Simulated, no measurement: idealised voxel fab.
Process module name: voxel wiring stack
For reference, the cross-section in this document is cut, with width 285 nm and square cells of 5 nm.
A cross-section is a grid of square cells, given in bands from the top down. A band is one or more rows of cells. Per band: top height and bottom height in nm, followed by the left-to-right materials and their widths in nm; "everywhere" marks a single material spanning edge to edge, "air" marks empty space. We count height from 0. Below that, the starting wafer is all one material. The lowest band never ends at the bottom but goes on down; see "0 nm and below" for how that is written. Width "30->40": first value at the band's top row of cells, second value at its bottom row, equal change from row to row. Step marked "all unchanged"? Then no cell in the cross-section changed in it. Empty spaces without an open route to the top, at least 8 cells in extent, make up the entry "Voids, sealed"; each is given as width x height at distance, where the distance is measured from the left edge, and all are in nm. Past the settings on a step's line: simulator remark, on that step. overlay nm: where the mask lay relative to plan, measured to the right, on steps with a mask; negatives go left. From here on the document is pairs. In a pair, the cross-section before one process step comes with the cross-section after it, and the latter goes no deeper than the lowest band that changed. What lies in between, the step and its settings, is written under the pair. A pair may be from a different run of this module on the same starting wafer than the pair above it, so it continues from that pair only where its entry headed "Status quo ante" says so.

-- Status quo ante
    140 nm to 130 nm: aC=70  air=25  aC=15  air=25  aC=15  air=25  aC=15  air=25  aC=70
    130 nm to 110 nm: lowk=70  air=25  lowk=15  air=25  lowk=15  air=25  lowk=15  air=25  lowk=70
    110 nm to 105 nm: SiN=75  air=5  SiN=35  air=5  SiN=35  air=5  SiN=35  air=5  SiN=85
    105 nm to 100 nm: SiO2=70  SiN=5  air=5  SiN=5  SiO2=25  SiN=5  air=5  SiN=5  SiO2=25  SiN=5  air=5  SiN=5  SiO2=25  SiN=5  air=5  SiN=5  SiO2=80
    100 nm to 95 nm: SiO2=70  SiN=15  SiO2=25  SiN=15  SiO2=25  SiN=15  SiO2=25  SiN=15  SiO2=80
    95 nm to 90 nm: SiCN=70  Ru=15  SiCN=25  Ru=15  SiCN=25  Ru=15  SiCN=25  Ru=15  SiCN=80
    90 nm to 75 nm: lowk=70  TiN=5  Cu=15  TiN=5  lowk=15  TiN=5  Cu=15  TiN=5  lowk=15  TiN=5  Cu=15  TiN=5  lowk=15  TiN=5  Cu=15  TiN=5  lowk=70
    75 nm to 70 nm: lowk=70  TiN=5  Cu=5  TiN=15  lowk=15  TiN=25  lowk=15  TiN=5  Cu=5  TiN=15  lowk=15  TiN=25  lowk=70
    70 nm to 55 nm: lowk=70  TiN=5  Cu=5  TiN=5  lowk=65  TiN=5  Cu=5  TiN=5  lowk=120
    55 nm to 50 nm: SiCN=70  TiN=15  SiCN=65  TiN=15  SiCN=120
    50 nm to 45 nm: SiCN=65  Ru=35  SiCN=5  Ru=35  SiCN=5  Ru=35  SiCN=5  Ru=35  SiCN=65
    45 nm to 20 nm: SiO2=70  TiN=5  Ru=15  TiN=5  SiO2=15  TiN=5  Ru=15  TiN=5  SiO2=15  TiN=5  Ru=15  TiN=5  SiO2=15  TiN=5  Ru=15  TiN=5  SiO2=70
    20 nm to 15 nm: SiCN=70  TiN=25  SiCN=15  TiN=25  SiCN=15  TiN=25  SiCN=15  TiN=25  SiCN=70
    15 nm to 0 nm: SiO2 everywhere
    0 nm and below: Si everywhere
    Voids, sealed: none

-- Step Result
    140 nm to 130 nm: aC=70  air=25  aC=15  air=25  aC=15  air=25  aC=15  air=25  aC=70
    130 nm to 110 nm: lowk=70  air=25  lowk=15  air=25  lowk=15  air=25  lowk=15  air=25  lowk=70
    110 nm to 105 nm: SiN=70  air=25  SiN=15  air=25  SiN=15  air=25  SiN=15  air=25  SiN=70
    105 nm to 95 nm: SiO2=70  SiN=5  air=5  SiN=5  SiO2=25  SiN=5  air=5  SiN=5  SiO2=25  SiN=5  air=5  SiN=5  SiO2=25  SiN=5  air=5  SiN=5  SiO2=80
    No changes below 95.
    Voids, sealed: none
What sits between those two cross-sections? DIRECTIONAL_ETCH [etch materials SiN] [depth nm 5]

Status quo ante: The prior state of this step coincides with the post-step cross-section of the pair just above.

-- Step Result
    130 nm to 110 nm: lowk=70  air=25  lowk=15  air=25  lowk=15  air=25  lowk=15  air=25  lowk=70
    No changes below 110.
    Voids, sealed: none
What sits between those two cross-sections? STRIP [etch materials aC]

Status quo ante: The prior state of this step coincides with the post-step cross-section of the pair just above.

-- Step Result
    135 nm to 130 nm: TiN=75  air=15  TiN=25  air=15  TiN=25  air=15  TiN=25  air=15  TiN=75
    130 nm to 110 nm: lowk=70  TiN=5  air=15  TiN=5  lowk=15  TiN=5  air=15  TiN=5  lowk=15  TiN=5  air=15  TiN=5  lowk=15  TiN=5  air=15  TiN=5  lowk=70
    110 nm to 105 nm: SiN=70  TiN=25  SiN=15  TiN=25  SiN=15  TiN=25  SiN=15  TiN=25  SiN=70
    105 nm to 95 nm: SiO2=70  SiN=5  TiN=5  SiN=5  SiO2=25  SiN=5  TiN=5  SiN=5  SiO2=25  SiN=5  TiN=5  SiN=5  SiO2=25  SiN=5  TiN=5  SiN=5  SiO2=80
    No changes below 95.
    Voids, sealed: none
What sits between those two cross-sections? CONFORMAL_DEP [material TiN] [thk nm 5]

Status quo ante: The prior state of this step coincides with the post-step cross-section of the pair just above.

-- Step Result
    145 nm to 135 nm: W everywhere
    135 nm to 130 nm: TiN=75  W=15  TiN=25  W=15  TiN=25  W=15  TiN=25  W=15  TiN=75
    130 nm to 110 nm: lowk=70  TiN=5  W=15  TiN=5  lowk=15  TiN=5  W=15  TiN=5  lowk=15  TiN=5  W=15  TiN=5  lowk=15  TiN=5  W=15  TiN=5  lowk=70
    No changes below 110.
    Voids, sealed: none
What sits between those two cross-sections? FILL_DEP [material W] [thk nm 10]

Status quo ante: The prior state of this step coincides with the post-step cross-section of the pair just above.

-- Step Result
    130 nm to 110 nm: lowk=70  TiN=5  W=15  TiN=5  lowk=15  TiN=5  W=15  TiN=5  lowk=15  TiN=5  W=15  TiN=5  lowk=15  TiN=5  W=15  TiN=5  lowk=70
    No changes below 110.
    Voids, sealed: none
What sits between those two cross-sections? CMP [height nm 130]

Status quo ante: The prior state of this step coincides with the post-step cross-section of the pair just above.

-- Step Result
    135 nm to 130 nm: SiCN everywhere
    No changes below 130.
    Voids, sealed: none
What sits between those two cross-sections? CONFORMAL_DEP [material SiCN] [thk nm 5]

Status quo ante: The prior state of this step coincides with the post-step cross-section of the pair just above.

-- Step Result
    150 nm to 135 nm: lowk everywhere
    No changes below 135.
    Voids, sealed: none
What sits between those two cross-sections? DIRECTIONAL_DEP [material lowk] [thk nm 15]

Status quo ante: The prior state of this step coincides with the post-step cross-section of the pair just above.

-- Step Result
    165 nm to 150 nm: aC everywhere
    No changes below 150.
    Voids, sealed: none
What sits between those two cross-sections? DIRECTIONAL_DEP [material aC] [thk nm 15]

Status quo ante: The prior state of this step coincides with the post-step cross-section of the pair just above.

-- Step Result
    200 nm to 165 nm: resist=70  air=15  resist=65  air=15  resist=120
    No changes below 165.
    Voids, sealed: none
What sits between those two cross-sections? PATTERN [tone open] [mask id PLUG_3] [material resist] [width nm 15] [pitch nm 80] [thk nm 35] [overlay nm 0]

Status quo ante: The prior state of this step coincides with the post-step cross-section of the pair just above.

-- Step Result
    185 nm to 165 nm: resist=70  air=15  resist=65  air=15  resist=120
    165 nm to 150 nm: aC=70  air=15  aC=65  air=15  aC=120
    No changes below 150.
    Voids, sealed: none
What sits between those two cross-sections? DIRECTIONAL_ETCH [etch materials aC] [depth nm 15]

Status quo ante: The prior state of this step coincides with the post-step cross-section of the pair just above.

-- Step Result
    165 nm to 150 nm: aC=70  air=15  aC=65  air=15  aC=120
    No changes below 150.
    Voids, sealed: none
What sits between those two cross-sections? STRIP [etch materials resist]

Status quo ante: The prior state of this step coincides with the post-step cross-section of the pair just above.

-- Step Result
    165 nm to 150 nm: aC=70  air=15  aC=65  air=15  aC=120
    150 nm to 135 nm: lowk=70  air=15  lowk=65  air=15  lowk=120
    No changes below 135.
    Voids, sealed: none
What sits between those two cross-sections? DIRECTIONAL_ETCH [etch materials lowk] [depth nm 15]

Status quo ante: The prior state of this step coincides with the post-step cross-section of the pair just above.

-- Step Result
    165 nm to 150 nm: aC=70  air=15  aC=65  air=15  aC=120
    150 nm to 135 nm: lowk=70  air=15  lowk=65  air=15  lowk=120
    135 nm to 130 nm: SiCN=70  air=15  SiCN=65  air=15  SiCN=120
    No changes below 130.
    Voids, sealed: none
What sits between those two cross-sections? DIRECTIONAL_ETCH [etch materials SiCN] [depth nm 5]

Status quo ante: The prior state of this step coincides with the post-step cross-section of the pair just above.

-- Step Result
    150 nm to 135 nm: lowk=70  air=15  lowk=65  air=15  lowk=120
    No changes below 135.
    Voids, sealed: none
What sits between those two cross-sections? STRIP [etch materials aC]

Status quo ante: The prior state of this step coincides with the post-step cross-section of the pair just above.

-- Step Result
    150 nm to 140 nm: lowk=70  air=15  lowk=65  air=15  lowk=120
    140 nm to 135 nm: lowk=70  Ru=15  lowk=65  Ru=15  lowk=120
    135 nm to 130 nm: SiCN=70  Ru=15  SiCN=65  Ru=15  SiCN=120
    No changes below 130.
    Voids, sealed: none
What sits between those two cross-sections? EPI [material Ru] [thk nm 10]

Status quo ante: The prior state of this step coincides with the post-step cross-section of the pair just above.

-- Step Result
    150 nm to 135 nm: lowk=70  Ru=15  lowk=65  Ru=15  lowk=120
    No changes below 135.
    Voids, sealed: none
What sits between those two cross-sections? EPI [material Ru] [thk nm 10]

Status quo ante: The prior state of this step coincides with the post-step cross-section of the pair just above.

-- Step Result
    155 nm to 150 nm: TiN everywhere
    No changes below 150.
    Voids, sealed: none
What sits between those two cross-sections? DIRECTIONAL_DEP [material TiN] [thk nm 5]

Status quo ante: The prior state of this step coincides with the post-step cross-section of the pair just above.

-- Step Result
    170 nm to 155 nm: Ru everywhere
    No changes below 155.
    Voids, sealed: none
What sits between those two cross-sections? DIRECTIONAL_DEP [material Ru] [thk nm 15]

Status quo ante: The prior state of this step coincides with the post-step cross-section of the pair just above.

-- Step Result
    170 nm to 155 nm: air=70  Ru=25  air=15  Ru=25  air=15  Ru=25  air=15  Ru=25  air=70
    No changes below 155.
    Voids, sealed: none
What sits between those two cross-sections? MASKED_ETCH [tone cover] [mask id METAL_4] [width nm 25] [pitch nm 40] [etch materials Ru] [depth nm 15] [overlay nm 0]

Status quo ante: The prior state of this step coincides with the post-step cross-section of the pair just above.

-- Step Result
    170 nm to 155 nm: air=70  Ru=25  air=15  Ru=25  air=15  Ru=25  air=15  Ru=25  air=70
    155 nm to 150 nm: air=70  TiN=25  air=15  TiN=25  air=15  TiN=25  air=15  TiN=25  air=70
    No changes below 150.
    Voids, sealed: none
What sits between those two cross-sections? MASKED_ETCH [tone cover] [mask id METAL_4] [width nm 25] [pitch nm 40] [etch materials TiN] [depth nm 5] [overlay nm 0]

Status quo ante: The prior state of this step coincides with the post-step cross-section of the pair just above.

-- Step Result
    175 nm to 170 nm: air=65  SiCN=35  air=5  SiCN=35  air=5  SiCN=35  air=5  SiCN=35  air=65
    170 nm to 155 nm: air=65  SiCN=5  Ru=25  SiCN=5  air=5  SiCN=5  Ru=25  SiCN=5  air=5  SiCN=5  Ru=25  SiCN=5  air=5  SiCN=5  Ru=25  SiCN=5  air=65
    155 nm to 150 nm: SiCN=70  TiN=25  SiCN=15  TiN=25  SiCN=15  TiN=25  SiCN=15  TiN=25  SiCN=70
    No changes below 150.
    Voids, sealed: none
What sits between those two cross-sections? CONFORMAL_DEP [material SiCN] [thk nm 5]

Status quo ante: The prior state of this step coincides with the post-step cross-section of the pair just above.

-- Step Result
    185 nm to 175 nm: lowk everywhere
    175 nm to 170 nm: lowk=65  SiCN=35  lowk=5  SiCN=35  lowk=5  SiCN=35  lowk=5  SiCN=35  lowk=65
    170 nm to 155 nm: lowk=65  SiCN=5  Ru=25  SiCN=5  lowk=5  SiCN=5  Ru=25  SiCN=5  lowk=5  SiCN=5  Ru=25  SiCN=5  lowk=5  SiCN=5  Ru=25  SiCN=5  lowk=65
    No changes below 155.
    Voids, sealed: none
What sits between those two cross-sections? FILL_DEP [material lowk] [thk nm 10]

Status quo ante: The prior state of this step coincides with the post-step cross-section of the pair just above.

-- Step Result
    170 nm to 155 nm: lowk=65  SiCN=5  Ru=25  SiCN=5  lowk=5  SiCN=5  Ru=25  SiCN=5  lowk=5  SiCN=5  Ru=25  SiCN=5  lowk=5  SiCN=5  Ru=25  SiCN=5  lowk=65
    No changes below 155.
    Voids, sealed: none
What sits between those two cross-sections? CMP [height nm 170]

Status quo ante: The prior state of this step coincides with the post-step cross-section of the pair just above.

-- Step Result
    175 nm to 170 nm: SiCN everywhere
    No changes below 170.
    Voids, sealed: none
What sits between those two cross-sections? CONFORMAL_DEP [material SiCN] [thk nm 5]

-- Status quo ante
    90 nm to 55 nm: lowk everywhere
    55 nm to 50 nm: SiCN everywhere
    50 nm to 45 nm: SiCN=65  Ru=35  SiCN=5  Ru=35  SiCN=5  Ru=35  SiCN=5  Ru=35  SiCN=65
    45 nm to 20 nm: SiO2=70  TiN=5  Ru=15  TiN=5  SiO2=15  TiN=5  Ru=15  TiN=5  SiO2=15  TiN=5  Ru=15  TiN=5  SiO2=15  TiN=5  Ru=15  TiN=5  SiO2=70
    20 nm to 15 nm: SiCN=70  TiN=25  SiCN=15  TiN=25  SiCN=15  TiN=25  SiCN=15  TiN=25  SiCN=70
    15 nm to 0 nm: SiO2 everywhere
    0 nm and below: Si everywhere
    Voids, sealed: none

-- Step Result
    125 nm to 55 nm: lowk everywhere
    No changes below 55.
    Voids, sealed: none
What sits between those two cross-sections? DIRECTIONAL_DEP [material lowk] [thk nm 35]

Status quo ante: The prior state of this step coincides with the post-step cross-section of the pair just above.

-- Step Result
    125 nm to 105 nm: lowk=70  air=25  lowk=15  air=25  lowk=15  air=25  lowk=15  air=25  lowk=70
    No changes below 105.
    Voids, sealed: none
What sits between those two cross-sections? MASKED_ETCH [tone open] [mask id METAL_2] [width nm 25] [pitch nm 40] [etch materials lowk] [depth nm 20] [overlay nm 0]

Status quo ante: The prior state of this step coincides with the post-step cross-section of the pair just above.

-- Step Result
    125 nm to 105 nm: lowk=70  air=25  lowk=15  air=25  lowk=15  air=25  lowk=15  air=25  lowk=70
    105 nm to 90 nm: lowk=70  air=15  lowk=65  air=15  lowk=120
    No changes below 90.
    Voids, sealed: none
What sits between those two cross-sections? MASKED_ETCH [tone open] [mask id METAL_2_HOLES] [width nm 15] [pitch nm 80] [etch materials lowk] [depth nm 15] [overlay nm 0]

Status quo ante: The prior state of this step coincides with the post-step cross-section of the pair just above.

-- Step Result
    130 nm to 125 nm: TiN=75  air=15  TiN=25  air=15  TiN=25  air=15  TiN=25  air=15  TiN=75
    125 nm to 110 nm: lowk=70  TiN=5  air=15  TiN=5  lowk=15  TiN=5  air=15  TiN=5  lowk=15  TiN=5  air=15  TiN=5  lowk=15  TiN=5  air=15  TiN=5  lowk=70
    110 nm to 105 nm: lowk=70  TiN=5  air=5  TiN=15  lowk=15  TiN=25  lowk=15  TiN=5  air=5  TiN=15  lowk=15  TiN=25  lowk=70
    105 nm to 95 nm: lowk=70  TiN=5  air=5  TiN=5  lowk=65  TiN=5  air=5  TiN=5  lowk=120
    95 nm to 90 nm: lowk=70  TiN=15  lowk=65  TiN=15  lowk=120
    No changes below 90.
    Voids, sealed: none
What sits between those two cross-sections? CONFORMAL_DEP [material TiN] [thk nm 5]

Status quo ante: The prior state of this step coincides with the post-step cross-section of the pair just above.

-- Step Result
    135 nm to 130 nm: Cu everywhere
    130 nm to 125 nm: TiN=75  Cu=15  TiN=25  Cu=15  TiN=25  Cu=15  TiN=25  Cu=15  TiN=75
    125 nm to 110 nm: lowk=70  TiN=5  Cu=15  TiN=5  lowk=15  TiN=5  Cu=15  TiN=5  lowk=15  TiN=5  Cu=15  TiN=5  lowk=15  TiN=5  Cu=15  TiN=5  lowk=70
    110 nm to 105 nm: lowk=70  TiN=5  Cu=5  TiN=15  lowk=15  TiN=25  lowk=15  TiN=5  Cu=5  TiN=15  lowk=15  TiN=25  lowk=70
    105 nm to 95 nm: lowk=70  TiN=5  Cu=5  TiN=5  lowk=65  TiN=5  Cu=5  TiN=5  lowk=120
    No changes below 95.
    Voids, sealed: none
What sits between those two cross-sections? FILL_DEP [material Cu] [thk nm 5]

Status quo ante: The prior state of this step coincides with the post-step cross-section of the pair just above.

-- Step Result
    90 nm to 55 nm: lowk everywhere
    No changes below 55.
    Voids, sealed: none
What sits between those two cross-sections? CMP [height nm 90]

Status quo ante: The prior state of this step coincides with the post-step cross-section of the pair just above.

-- Step Result
    95 nm to 90 nm: SiCN everywhere
    No changes below 90.
    Voids, sealed: none
What sits between those two cross-sections? CONFORMAL_DEP [material SiCN] [thk nm 5]

Status quo ante: The prior state of this step coincides with the post-step cross-section of the pair just above.

-- Step Result
    105 nm to 95 nm: SiO2 everywhere
    No changes below 95.
    Voids, sealed: none
What sits between those two cross-sections? DIRECTIONAL_DEP [material SiO2] [thk nm 10]

Status quo ante: The prior state of this step coincides with the post-step cross-section of the pair just above.

-- Step Result
    120 nm to 105 nm: aC everywhere
    No changes below 105.
    Voids, sealed: none
What sits between those two cross-sections? DIRECTIONAL_DEP [material aC] [thk nm 15]

Status quo ante: The prior state of this step coincides with the post-step cross-section of the pair just above.

-- Step Result
    155 nm to 120 nm: resist=70  air=15  resist=25  air=15  resist=25  air=15  resist=25  air=15  resist=80
    No changes below 120.
    Voids, sealed: none
What sits between those two cross-sections? PATTERN [tone open] [mask id PLUG_2] [material resist] [width nm 15] [pitch nm 40] [thk nm 35] [overlay nm 0]

Status quo ante: The prior state of this step coincides with the post-step cross-section of the pair just above.

-- Step Result
    140 nm to 120 nm: resist=70  air=15  resist=25  air=15  resist=25  air=15  resist=25  air=15  resist=80
    120 nm to 105 nm: aC=70  air=15  aC=25  air=15  aC=25  air=15  aC=25  air=15  aC=80
    No changes below 105.
    Voids, sealed: none
What sits between those two cross-sections? DIRECTIONAL_ETCH [etch materials aC] [depth nm 15]

Status quo ante: The prior state of this step coincides with the post-step cross-section of the pair just above.

-- Step Result
    120 nm to 105 nm: aC=70  air=15  aC=25  air=15  aC=25  air=15  aC=25  air=15  aC=80
    No changes below 105.
    Voids, sealed: none
What sits between those two cross-sections? STRIP [etch materials resist]

Status quo ante: The prior state of this step coincides with the post-step cross-section of the pair just above.

-- Step Result
    120 nm to 105 nm: aC=70  air=15  aC=25  air=15  aC=25  air=15  aC=25  air=15  aC=80
    105 nm to 95 nm: SiO2=70  air=15  SiO2=25  air=15  SiO2=25  air=15  SiO2=25  air=15  SiO2=80
    No changes below 95.
    Voids, sealed: none
What sits between those two cross-sections? DIRECTIONAL_ETCH [etch materials SiO2] [depth nm 10]

Status quo ante: The prior state of this step coincides with the post-step cross-section of the pair just above.

-- Step Result
    120 nm to 105 nm: aC=70  air=15  aC=25  air=15  aC=25  air=15  aC=25  air=15  aC=80
    105 nm to 95 nm: SiO2=70  air=15  SiO2=25  air=15  SiO2=25  air=15  SiO2=25  air=15  SiO2=80
    95 nm to 90 nm: SiCN=70  air=15  SiCN=25  air=15  SiCN=25  air=15  SiCN=25  air=15  SiCN=80
    No changes below 90.
    Voids, sealed: none
What sits between those two cross-sections? DIRECTIONAL_ETCH [etch materials SiCN] [depth nm 5]

Status quo ante: The prior state of this step coincides with the post-step cross-section of the pair just above.

-- Step Result
    105 nm to 95 nm: SiO2=70  air=15  SiO2=25  air=15  SiO2=25  air=15  SiO2=25  air=15  SiO2=80
    No changes below 95.
    Voids, sealed: none
What sits between those two cross-sections? STRIP [etch materials aC]

Status quo ante: The prior state of this step coincides with the post-step cross-section of the pair just above.

-- Step Result
    110 nm to 105 nm: SiN=75  air=5  SiN=35  air=5  SiN=35  air=5  SiN=35  air=5  SiN=85
    105 nm to 95 nm: SiO2=70  SiN=5  air=5  SiN=5  SiO2=25  SiN=5  air=5  SiN=5  SiO2=25  SiN=5  air=5  SiN=5  SiO2=25  SiN=5  air=5  SiN=5  SiO2=80
    95 nm to 90 nm: SiCN=70  SiN=15  SiCN=25  SiN=15  SiCN=25  SiN=15  SiCN=25  SiN=15  SiCN=80
    No changes below 90.
    Voids, sealed: none
What sits between those two cross-sections? CONFORMAL_DEP [material SiN] [thk nm 5]

Status quo ante: The prior state of this step coincides with the post-step cross-section of the pair just above.

-- Step Result
    130 nm to 115 nm: lowk=75  air=5  lowk=35  air=5  lowk=35  air=5  lowk=35  air=5  lowk=85
    115 nm to 110 nm: lowk everywhere
    110 nm to 105 nm: SiN=75  lowk=5  SiN=35  lowk=5  SiN=35  lowk=5  SiN=35  lowk=5  SiN=85
    105 nm to 95 nm: SiO2=70  SiN=5  lowk=5  SiN=5  SiO2=25  SiN=5  lowk=5  SiN=5  SiO2=25  SiN=5  lowk=5  SiN=5  SiO2=25  SiN=5  lowk=5  SiN=5  SiO2=80
    No changes below 95.
    Voids, sealed: none
What sits between those two cross-sections? DIRECTIONAL_DEP [material lowk] [thk nm 20]

Status quo ante: The prior state of this step coincides with the post-step cross-section of the pair just above.

-- Step Result
    140 nm to 130 nm: aC=75  air=5  aC=35  air=5  aC=35  air=5  aC=35  air=5  aC=85
    130 nm to 125 nm: lowk=75  air=5  lowk=35  air=5  lowk=35  air=5  lowk=35  air=5  lowk=85
    125 nm to 115 nm: lowk=75  aC=5  lowk=35  aC=5  lowk=35  aC=5  lowk=35  aC=5  lowk=85
    No changes below 115.
    Voids, sealed: none
What sits between those two cross-sections? DIRECTIONAL_DEP [material aC] [thk nm 10]

Status quo ante: The prior state of this step coincides with the post-step cross-section of the pair just above.

-- Step Result
    170 nm to 140 nm: resist=70  air=25  resist=15  air=25  resist=15  air=25  resist=15  air=25  resist=70
    No changes below 140.
    Voids, sealed: none
What sits between those two cross-sections? PATTERN [tone open] [mask id METAL_3] [material resist] [width nm 25] [pitch nm 40] [thk nm 30] [overlay nm 0]

Status quo ante: The prior state of this step coincides with the post-step cross-section of the pair just above.

-- Step Result
    160 nm to 140 nm: resist=70  air=25  resist=15  air=25  resist=15  air=25  resist=15  air=25  resist=70
    140 nm to 130 nm: aC=70  air=25  aC=15  air=25  aC=15  air=25  aC=15  air=25  aC=70
    130 nm to 115 nm: lowk=75  air=5  lowk=35  air=5  lowk=35  air=5  lowk=35  air=5  lowk=85
    No changes below 115.
    Voids, sealed: none
What sits between those two cross-sections? DIRECTIONAL_ETCH [etch materials aC] [depth nm 10]

Status quo ante: The prior state of this step coincides with the post-step cross-section of the pair just above.

-- Step Result
    140 nm to 130 nm: aC=70  air=25  aC=15  air=25  aC=15  air=25  aC=15  air=25  aC=70
    No changes below 130.
    Voids, sealed: none
What sits between those two cross-sections? STRIP [etch materials resist]

Status quo ante: The prior state of this step coincides with the post-step cross-section of the pair just above.

-- Step Result
    140 nm to 130 nm: aC=70  air=25  aC=15  air=25  aC=15  air=25  aC=15  air=25  aC=70
    130 nm to 110 nm: lowk=70  air=25  lowk=15  air=25  lowk=15  air=25  lowk=15  air=25  lowk=70
    110 nm to 105 nm: SiN=75  air=5  SiN=35  air=5  SiN=35  air=5  SiN=35  air=5  SiN=85
    105 nm to 95 nm: SiO2=70  SiN=5  air=5  SiN=5  SiO2=25  SiN=5  air=5  SiN=5  SiO2=25  SiN=5  air=5  SiN=5  SiO2=25  SiN=5  air=5  SiN=5  SiO2=80
    No changes below 95.
    Voids, sealed: none
What sits between those two cross-sections? DIRECTIONAL_ETCH [etch materials lowk] [depth nm 20]

Status quo ante: The prior state of this step coincides with the post-step cross-section of the pair just above.

-- Step Result
    140 nm to 130 nm: aC=70  air=25  aC=15  air=25  aC=15  air=25  aC=15  air=25  aC=70
    130 nm to 110 nm: lowk=70  air=25  lowk=15  air=25  lowk=15  air=25  lowk=15  air=25  lowk=70
    110 nm to 105 nm: SiN=70  air=25  SiN=15  air=25  SiN=15  air=25  SiN=15  air=25  SiN=70
    105 nm to 95 nm: SiO2=70  SiN=5  air=5  SiN=5  SiO2=25  SiN=5  air=5  SiN=5  SiO2=25  SiN=5  air=5  SiN=5  SiO2=25  SiN=5  air=5  SiN=5  SiO2=80
    95 nm to 90 nm: SiCN=70  SiN=5  air=5  SiN=5  SiCN=25  SiN=5  air=5  SiN=5  SiCN=25  SiN=5  air=5  SiN=5  SiCN=25  SiN=5  air=5  SiN=5  SiCN=80
    No changes below 90.
    Voids, sealed: none
What sits between those two cross-sections? DIRECTIONAL_ETCH [etch materials SiN] [depth nm 5]

Status quo ante: The prior state of this step coincides with the post-step cross-section of the pair just above.

-- Step Result
    130 nm to 110 nm: lowk=70  air=25  lowk=15  air=25  lowk=15  air=25  lowk=15  air=25  lowk=70
    No changes below 110.
    Voids, sealed: none
What sits between those two cross-sections? STRIP [etch materials aC]

Status quo ante: The prior state of this step coincides with the post-step cross-section of the pair just above.

-- Step Result
    135 nm to 130 nm: TiN=75  air=15  TiN=25  air=15  TiN=25  air=15  TiN=25  air=15  TiN=75
    130 nm to 110 nm: lowk=70  TiN=5  air=15  TiN=5  lowk=15  TiN=5  air=15  TiN=5  lowk=15  TiN=5  air=15  TiN=5  lowk=15  TiN=5  air=15  TiN=5  lowk=70
    110 nm to 105 nm: SiN=70  TiN=25  SiN=15  TiN=25  SiN=15  TiN=25  SiN=15  TiN=25  SiN=70
    105 nm to 95 nm: SiO2=70  SiN=5  TiN=5  SiN=5  SiO2=25  SiN=5  TiN=5  SiN=5  SiO2=25  SiN=5  TiN=5  SiN=5  SiO2=25  SiN=5  TiN=5  SiN=5  SiO2=80
    95 nm to 90 nm: SiCN=70  SiN=5  TiN=5  SiN=5  SiCN=25  SiN=5  TiN=5  SiN=5  SiCN=25  SiN=5  TiN=5  SiN=5  SiCN=25  SiN=5  TiN=5  SiN=5  SiCN=80
    No changes below 90.
    Voids, sealed: none
What sits between those two cross-sections? CONFORMAL_DEP [material TiN] [thk nm 5]

Status quo ante: The prior state of this step coincides with the post-step cross-section of the pair just above.

-- Step Result
    145 nm to 135 nm: W everywhere
    135 nm to 130 nm: TiN=75  W=15  TiN=25  W=15  TiN=25  W=15  TiN=25  W=15  TiN=75
    130 nm to 110 nm: lowk=70  TiN=5  W=15  TiN=5  lowk=15  TiN=5  W=15  TiN=5  lowk=15  TiN=5  W=15  TiN=5  lowk=15  TiN=5  W=15  TiN=5  lowk=70
    No changes below 110.
    Voids, sealed: none
What sits between those two cross-sections? FILL_DEP [material W] [thk nm 10]

Status quo ante: The prior state of this step coincides with the post-step cross-section of the pair just above.

-- Step Result
    130 nm to 110 nm: lowk=70  TiN=5  W=15  TiN=5  lowk=15  TiN=5  W=15  TiN=5  lowk=15  TiN=5  W=15  TiN=5  lowk=15  TiN=5  W=15  TiN=5  lowk=70
    No changes below 110.
    Voids, sealed: none
What sits between those two cross-sections? CMP [height nm 130]

Status quo ante: The prior state of this step coincides with the post-step cross-section of the pair just above.

-- Step Result
    135 nm to 130 nm: SiCN everywhere
    No changes below 130.
    Voids, sealed: none
What sits between those two cross-sections? CONFORMAL_DEP [material SiCN] [thk nm 5]

Status quo ante: The prior state of this step coincides with the post-step cross-section of the pair just above.

-- Step Result
    150 nm to 135 nm: lowk everywhere
    No changes below 135.
    Voids, sealed: none
What sits between those two cross-sections? DIRECTIONAL_DEP [material lowk] [thk nm 15]

Status quo ante: The prior state of this step coincides with the post-step cross-section of the pair just above.

-- Step Result
    165 nm to 150 nm: aC everywhere
    No changes below 150.
    Voids, sealed: none
What sits between those two cross-sections? DIRECTIONAL_DEP [material aC] [thk nm 15]

Status quo ante: The prior state of this step coincides with the post-step cross-section of the pair just above.

-- Step Result
    200 nm to 165 nm: resist=70  air=15  resist=65  air=15  resist=120
    No changes below 165.
    Voids, sealed: none
What sits between those two cross-sections? PATTERN [tone open] [mask id PLUG_3] [material resist] [width nm 15] [pitch nm 80] [thk nm 35] [overlay nm 0]

Status quo ante: The prior state of this step coincides with the post-step cross-section of the pair just above.

-- Step Result
    185 nm to 165 nm: resist=70  air=15  resist=65  air=15  resist=120
    165 nm to 150 nm: aC=70  air=15  aC=65  air=15  aC=120
    No changes below 150.
    Voids, sealed: none
What sits between those two cross-sections? DIRECTIONAL_ETCH [etch materials aC] [depth nm 15]

Status quo ante: The prior state of this step coincides with the post-step cross-section of the pair just above.

-- Step Result
    165 nm to 150 nm: aC=70  air=15  aC=65  air=15  aC=120
    No changes below 150.
    Voids, sealed: none
What sits between those two cross-sections? STRIP [etch materials resist]

Status quo ante: The prior state of this step coincides with the post-step cross-section of the pair just above.

-- Step Result
    165 nm to 150 nm: aC=70  air=15  aC=65  air=15  aC=120
    150 nm to 135 nm: lowk=70  air=15  lowk=65  air=15  lowk=120
    No changes below 135.
    Voids, sealed: none
What sits between those two cross-sections? DIRECTIONAL_ETCH [etch materials lowk] [depth nm 15]

Status quo ante: The prior state of this step coincides with the post-step cross-section of the pair just above.

-- Step Result
    165 nm to 150 nm: aC=70  air=15  aC=65  air=15  aC=120
    150 nm to 135 nm: lowk=70  air=15  lowk=65  air=15  lowk=120
    135 nm to 130 nm: SiCN=70  air=15  SiCN=65  air=15  SiCN=120
    No changes below 130.
    Voids, sealed: none
What sits between those two cross-sections? DIRECTIONAL_ETCH [etch materials SiCN] [depth nm 5]

Status quo ante: The prior state of this step coincides with the post-step cross-section of the pair just above.

-- Step Result
    150 nm to 135 nm: lowk=70  air=15  lowk=65  air=15  lowk=120
    No changes below 135.
    Voids, sealed: none
What sits between those two cross-sections? STRIP [etch materials aC]

Status quo ante: The prior state of this step coincides with the post-step cross-section of the pair just above.

-- Step Result
    150 nm to 140 nm: lowk=70  air=15  lowk=65  air=15  lowk=120
    140 nm to 135 nm: lowk=70  Ru=15  lowk=65  Ru=15  lowk=120
    135 nm to 130 nm: SiCN=70  Ru=15  SiCN=65  Ru=15  SiCN=120
    No changes below 130.
    Voids, sealed: none
What sits between those two cross-sections? EPI [material Ru] [thk nm 10]

Status quo ante: The prior state of this step coincides with the post-step cross-section of the pair just above.

-- Step Result
    150 nm to 135 nm: lowk=70  Ru=15  lowk=65  Ru=15  lowk=120
    No changes below 135.
    Voids, sealed: none
What sits between those two cross-sections? EPI [material Ru] [thk nm 10]
